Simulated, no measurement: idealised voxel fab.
The process module that follows is named voxel quadruple lines.
The cross-section shown here is cut; it is 195 nm wide and divided into square cells measuring 5 nm on a side.
Just so we're on the same page, the cross-sections are grids of square cells, and they're listed out in bands top to bottom, each band one or more rows deep. Within each band entry, the heights of the top and of the bottom of the band appear first, in that order and in nm; the materials of the band then follow from left to right, each with its corresponding width in nm. The designation "all across" on a single material indicates that it fills the band from edge to edge; the designation "blank" indicates empty space. Heights are reckoned from 0. Under this level, the received wafer is all of one material. The bottommost band is open-ended downward, for example "top 0, no bottom". A width such as "30 to 40" changes by the same amount from each row of cells to the next, from the band's top row to its bottom row. "no alteration" -> step changed no cross-section cell. "Enclosed cavity list" contains a list of empty spaces, each no smaller than 8 cells and without an open way to the top, written in the form width x height at distance with the distance from the left edge and all three in nm. after a step's settings: what the simulator itself notes on the step. "overlay nm" denotes, for a step that has a mask, the displacement of the mask to the right of its planned place, with negative values corresponding to the left. How should the pairs below be read? Each gives the cross-section before one process step and the cross-section after it, the latter drawn only to the lowest band that changed; the step that lies between them, with its settings, appears under the pair. Does a pair pick up where the pair above left off? Only where its entry headed "Status quo ante" says so, since pairs can come from different runs of this module on the same starting wafer.
**Status quo ante**
	top 55, bottom 30: blank (90) | aC (25) | blank (80)
	top 30, bottom 15: polySi all across
	top 15, bottom 5: W all across
	top 5, bottom 0: Al2O3 all across
	top 0, no bottom: Si all across
	Enclosed cavity list: none
**Structure After Step**
	top 70, bottom 55: blank (75) | SiO2 (55) | blank (65)
	top 55, bottom 45: blank (75) | SiO2 (15) | aC (25) | SiO2 (15) | blank (65)
	top 45, bottom 30: SiO2 (90) | aC (25) | SiO2 (80)
	For the remainder of the cross-section, below 30, there is no change.
	Enclosed cavity list: none
Intermediate step for the cross-sections above: CONFORMAL_DEP | material SiO2 | thk nm 15
Status quo ante: For the state before this step, see the after cross-section of the pair located directly above.
**Structure After Step**
	top 55, bottom 30: blank (75) | SiO2 (15) | aC (25) | SiO2 (15) | blank (65)
	For the remainder of the cross-section, below 30, there is no change.
	Enclosed cavity list: none
Intermediate step for the cross-sections above: DIRECTIONAL_ETCH | etch materials SiO2 | depth nm 15
Status quo ante: For the state before this step, see the after cross-section of the pair located directly above.
**Structure After Step**
	top 55, bottom 30: blank (75) | SiO2 (15) | blank (25) | SiO2 (15) | blank (65)
	For the remainder of the cross-section, below 30, there is no change.
	Enclosed cavity list: none
Intermediate step for the cross-sections above: STRIP | etch materials aC
Status quo ante: For the state before this step, see the after cross-section of the pair located directly above.
**Structure After Step**
	top 55, bottom 30: blank (75) | SiO2 (15) | blank (25) | SiO2 (15) | blank (65)
	top 30, bottom 15: blank (75) | polySi (15) | blank (25) | polySi (15) | blank (65)
	For the remainder of the cross-section, below 15, there is no change.
	Enclosed cavity list: none
Intermediate step for the cross-sections above: DIRECTIONAL_ETCH | etch materials polySi | depth nm 15
Status quo ante: For the state before this step, see the after cross-section of the pair located directly above.
**Structure After Step**
	top 30, bottom 15: blank (75) | polySi (15) | blank (25) | polySi (15) | blank (65)
	For the remainder of the cross-section, below 15, there is no change.
	Enclosed cavity list: none
Intermediate step for the cross-sections above: STRIP | etch materials SiO2
Status quo ante: For the state before this step, see the after cross-section of the pair located directly above.
**Structure After Step**
	top 35, bottom 30: blank (70) | SiCN (25) | blank (15) | SiCN (25) | blank (60)
	top 30, bottom 20: blank (70) | SiCN (5) | polySi (15) | SiCN (5) | blank (15) | SiCN (5) | polySi (15) | SiCN (5) | blank (60)
	top 20, bottom 15: SiCN (75) | polySi (15) | SiCN (25) | polySi (15) | SiCN (65)
	For the remainder of the cross-section, below 15, there is no change.
	Enclosed cavity list: none
Intermediate step for the cross-sections above: CONFORMAL_DEP | material SiCN | thk nm 5
Status quo ante: For the state before this step, see the after cross-section of the pair located directly above.
**Structure After Step**
	top 30, bottom 15: blank (70) | SiCN (5) | polySi (15) | SiCN (5) | blank (15) | SiCN (5) | polySi (15) | SiCN (5) | blank (60)
	For the remainder of the cross-section, below 15, there is no change.
	Enclosed cavity list: none
Intermediate step for the cross-sections above: DIRECTIONAL_ETCH | etch materials SiCN | depth nm 5
Status quo ante: For the state before this step, see the after cross-section of the pair located directly above.
**Structure After Step**
	top 30, bottom 15: blank (70) | SiCN (5) | blank (15) | SiCN (5) | blank (15) | SiCN (5) | blank (15) | SiCN (5) | blank (60)
	For the remainder of the cross-section, below 15, there is no change.
	Enclosed cavity list: none
Intermediate step for the cross-sections above: STRIP | etch materials polySi
Status quo ante: For the state before this step, see the after cross-section of the pair located directly above.
**Structure After Step**
	top 30, bottom 15: blank (70) | SiCN (5) | blank (15) | SiCN (5) | blank (15) | SiCN (5) | blank (15) | SiCN (5) | blank (60)
	top 15, bottom 5: blank (70) | W (5) | blank (15) | W (5) | blank (15) | W (5) | blank (15) | W (5) | blank (60)
	For the remainder of the cross-section, below 5, there is no change.
	Enclosed cavity list: none
Intermediate step for the cross-sections above: DIRECTIONAL_ETCH | etch materials W | depth nm 10
Status quo ante: For the state before this step, see the after cross-section of the pair located directly above.
**Structure After Step**
	top 15, bottom 5: blank (70) | W (5) | blank (15) | W (5) | blank (15) | W (5) | blank (15) | W (5) | blank (60)
	For the remainder of the cross-section, below 5, there is no change.
	Enclosed cavity list: none
Intermediate step for the cross-sections above: STRIP | etch materials SiCN
Status quo ante: For the state before this step, see the after cross-section of the pair located directly above.
**Structure After Step**
	top 20, bottom 15: SiO2 all across
	top 15, bottom 5: SiO2 (70) | W (5) | SiO2 (15) | W (5) | SiO2 (15) | W (5) | SiO2 (15) | W (5) | SiO2 (60)
	For the remainder of the cross-section, below 5, there is no change.
	Enclosed cavity list: none
Intermediate step for the cross-sections above: FILL_DEP | material SiO2 | thk nm 5
Status quo ante: For the state before this step, see the after cross-section of the pair located directly above.
**Structure After Step**
	top 15, bottom 5: SiO2 (70) | W (5) | SiO2 (15) | W (5) | SiO2 (15) | W (5) | SiO2 (15) | W (5) | SiO2 (60)
	For the remainder of the cross-section, below 5, there is no change.
	Enclosed cavity list: none
Intermediate step for the cross-sections above: CMP | height nm 15
**Status quo ante**
	top 30, bottom 15: blank (65) | SiCN (5) | polySi (15) | SiCN (5) | blank (15) | SiCN (5) | polySi (15) | SiCN (5) | blank (65)
	top 15, bottom 5: W all across
	top 5, bottom 0: Al2O3 all across
	top 0, no bottom: Si all across
	Enclosed cavity list: none
**Structure After Step**
	top 30, bottom 15: blank (70) | polySi (15) | blank (25) | polySi (15) | blank (70)
	For the remainder of the cross-section, below 15, there is no change.
	Enclosed cavity list: none
Intermediate step for the cross-sections above: STRIP | etch materials SiCN
Status quo ante: For the state before this step, see the after cross-section of the pair located directly above.
**Structure After Step**
	top 30, bottom 15: blank (70) | polySi (15) | blank (25) | polySi (15) | blank (70)
	top 15, bottom 5: blank (70) | W (15) | blank (25) | W (15) | blank (70)
	For the remainder of the cross-section, below 5, there is no change.
	Enclosed cavity list: none
Intermediate step for the cross-sections above: DIRECTIONAL_ETCH | etch materials W | depth nm 10
Status quo ante: For the state before this step, see the after cross-section of the pair located directly above.
**Structure After Step**
	top 35, bottom 30: SiO2 all across
	top 30, bottom 15: SiO2 (70) | polySi (15) | SiO2 (25) | polySi (15) | SiO2 (70)
	top 15, bottom 5: SiO2 (70) | W (15) | SiO2 (25) | W (15) | SiO2 (70)
	For the remainder of the cross-section, below 5, there is no change.
	Enclosed cavity list: none
Intermediate step for the cross-sections above: FILL_DEP | material SiO2 | thk nm 5
Status quo ante: For the state before this step, see the after cross-section of the pair located directly above.
**Structure After Step**
	top 15, bottom 5: SiO2 (70) | W (15) | SiO2 (25) | W (15) | SiO2 (70)
	For the remainder of the cross-section, below 5, there is no change.
	Enclosed cavity list: none
Intermediate step for the cross-sections above: CMP | height nm 15
**Status quo ante**
	top 55, bottom 30: aC all across
	top 30, bottom 15: polySi all across
	top 15, bottom 5: W all across
	top 5, bottom 0: Al2O3 all across
	top 0, no bottom: Si all across
	Enclosed cavity list: none
**Structure After Step**
	top 90, bottom 55: resist (85) | blank (25) | resist (85)
	For the remainder of the cross-section, below 55, there is no change.
	Enclosed cavity list: none
Intermediate step for the cross-sections above: PATTERN | tone open | mask id MANDREL | material resist | width nm 25 | thk nm 35 | overlay nm 0
Status quo ante: For the state before this step, see the after cross-section of the pair located directly above.
**Structure After Step**
	top 65, bottom 55: resist (85) | blank (25) | resist (85)
	top 55, bottom 30: aC (85) | blank (25) | aC (85)
	For the remainder of the cross-section, below 30, there is no change.
	Enclosed cavity list: none
Intermediate step for the cross-sections above: DIRECTIONAL_ETCH | etch materials aC | depth nm 25
Status quo ante: For the state before this step, see the after cross-section of the pair located directly above.
**Structure After Step**
	top 55, bottom 30: aC (85) | blank (25) | aC (85)
	For the remainder of the cross-section, below 30, there is no change.
	Enclosed cavity list: none
Intermediate step for the cross-sections above: STRIP | etch materials resist
Status quo ante: For the state before this step, see the after cross-section of the pair located directly above.
**Structure After Step**
	top 70, bottom 55: SiO2 all across
	top 55, bottom 30: aC (85) | SiO2 (25) | aC (85)
	For the remainder of the cross-section, below 30, there is no change.
	Enclosed cavity list: none
Intermediate step for the cross-sections above: CONFORMAL_DEP | material SiO2 | thk nm 15
Status quo ante: For the state before this step, see the after cross-section of the pair located directly above.
**Structure After Step**
	top 55, bottom 30: aC (85) | SiO2 (25) | aC (85)
	For the remainder of the cross-section, below 30, there is no change.
	Enclosed cavity list: none
Intermediate step for the cross-sections above: DIRECTIONAL_ETCH | etch materials SiO2 | depth nm 15
Status quo ante: For the state before this step, see the after cross-section of the pair located directly above.
**Structure After Step**
	top 55, bottom 30: blank (85) | SiO2 (25) | blank (85)
	For the remainder of the cross-section, below 30, there is no change.
	Enclosed cavity list: none
Intermediate step for the cross-sections above: STRIP | etch materials aC
Status quo ante: For the state before this step, see the after cross-section of the pair located directly above.
**Structure After Step**
	top 55, bottom 30: blank (85) | SiO2 (25) | blank (85)
	top 30, bottom 15: blank (85) | polySi (25) | blank (85)
	For the remainder of the cross-section, below 15, there is no change.
	Enclosed cavity list: none
Intermediate step for the cross-sections above: DIRECTIONAL_ETCH | etch materials polySi | depth nm 15
Status quo ante: For the state before this step, see the after cross-section of the pair located directly above.
**Structure After Step**
	top 30, bottom 15: blank (85) | polySi (25) | blank (85)
	For the remainder of the cross-section, below 15, there is no change.
	Enclosed cavity list: none
Intermediate step for the cross-sections above: STRIP | etch materials SiO2
Status quo ante: For the state before this step, see the after cross-section of the pair located directly above.
**Structure After Step**
	top 35, bottom 30: blank (80) | SiCN (35) | blank (80)
	top 30, bottom 20: blank (80) | SiCN (5) | polySi (25) | SiCN (5) | blank (80)
	top 20, bottom 15: SiCN (85) | polySi (25) | SiCN (85)
	For the remainder of the cross-section, below 15, there is no change.
	Enclosed cavity list: none
Intermediate step for the cross-sections above: CONFORMAL_DEP | material SiCN | thk nm 5
Status quo ante: For the state before this step, see the after cross-section of the pair located directly above.
**Structure After Step**
	top 30, bottom 15: blank (80) | SiCN (5) | polySi (25) | SiCN (5) | blank (80)
	For the remainder of the cross-section, below 15, there is no change.
	Enclosed cavity list: none
Intermediate step for the cross-sections above: DIRECTIONAL_ETCH | etch materials SiCN | depth nm 5
Status quo ante: For the state before this step, see the after cross-section of the pair located directly above.
**Structure After Step**
	top 30, bottom 15: blank (80) | SiCN (5) | blank (25) | SiCN (5) | blank (80)
	For the remainder of the cross-section, below 15, there is no change.
	Enclosed cavity list: none
Intermediate step for the cross-sections above: STRIP | etch materials polySi
Status quo ante: For the state before this step, see the after cross-section of the pair located directly above.
**Structure After Step**
	top 30, bottom 15: blank (80) | SiCN (5) | blank (25) | SiCN (5) | blank (80)
	top 15, bottom 5: blank (80) | W (5) | blank (25) | W (5) | blank (80)
	For the remainder of the cross-section, below 5, there is no change.
	Enclosed cavity list: none
Intermediate step for the cross-sections above: DIRECTIONAL_ETCH | etch materials W | depth nm 10
Status quo ante: For the state before this step, see the after cross-section of the pair located directly above.
**Structure After Step**
	top 15, bottom 5: blank (80) | W (5) | blank (25) | W (5) | blank (80)
	For the remainder of the cross-section, below 5, there is no change.
	Enclosed cavity list: none
Intermediate step for the cross-sections above: STRIP | etch materials SiCN
Status quo ante: For the state before this step, see the after cross-section of the pair located directly above.
**Structure After Step**
	top 20, bottom 15: SiO2 all across
	top 15, bottom 5: SiO2 (80) | W (5) | SiO2 (25) | W (5) | SiO2 (80)
	For the remainder of the cross-section, below 5, there is no change.
	Enclosed cavity list: none
Intermediate step for the cross-sections above: FILL_DEP | material SiO2 | thk nm 5
Status quo ante: For the state before this step, see the after cross-section of the pair located directly above.
**Structure After Step**
	top 15, bottom 5: SiO2 (80) | W (5) | SiO2 (25) | W (5) | SiO2 (80)
	For the remainder of the cross-section, below 5, there is no change.
	Enclosed cavity list: none
Intermediate step for the cross-sections above: CMP | height nm 15
